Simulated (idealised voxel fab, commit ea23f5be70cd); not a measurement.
process module | voxel tone inversion
cross-section cut | 230 nm wide | cells 5 nm
A cross-section is a grid of square cells, given in bands from the top down. A band is one or more rows of cells.
Each band's line starts with the height of the band's top and of its bottom, in nm. Then come its materials from left to right, each with its width in nm. One material with "throughout" fills the band from edge to edge. "air" is empty space.
Height 0 is the level under which the wafer as received is all one material. The lowest band goes on downwards, as in "0 down".
A width such as "30 to 40" changes by the same amount from each row of cells to the next, from the band's top row to its bottom row.
"no change" after a step means that no cell of the cross-section changed.
closed voids: empty space of 8 cells or more with no open way to the top, each as width x height at its distance from the left edge, in nm
after a step's settings: what the simulator itself notes on the step
overlay nm, on a step with a mask: how far to the right of its planned place the mask lay; to the left if negative
plan
1 op RECEIVE | material Si
2 op CONFORMAL_DEP | material SiCN | thk nm 10
3 op DIRECTIONAL_DEP | material polySi | thk nm 20
4 op PATTERN | tone cover | mask id POSTS | material resist | width nm 15 | pitch nm 40 | thk nm 30 | overlay nm 0
5 op DIRECTIONAL_ETCH | etch materials polySi | depth nm 20
6 op STRIP | etch materials resist
7 op FILL_DEP | material SiO2 | thk nm 5
8 op CMP | height nm 30
9 op STRIP | etch materials polySi
10 op CONFORMAL_DEP | material TiN | thk nm 5
11 op FILL_DEP | material W | thk nm 5
12 op CMP | height nm 30
13 op CONFORMAL_DEP | material SiCN | thk nm 5
varied across the wafers: width nm of step 4. The plan shows the first wafer's value. All wafers start alike
first wafer as received, after step 1
  0 down: Si throughout
  closed voids: none
each wafer at the end: cells of each material gained (+) or lost (-) since it was received, then its closed voids
width nm 15 | +138 SiCN | +160 SiO2 | +18 TiN | +6 W | closed voids: none
width nm 20 | +138 SiCN | +152 SiO2 | +20 TiN | +12 W | closed voids: none
width nm 25 | +138 SiCN | +144 SiO2 | +22 TiN | +18 W | closed voids: none
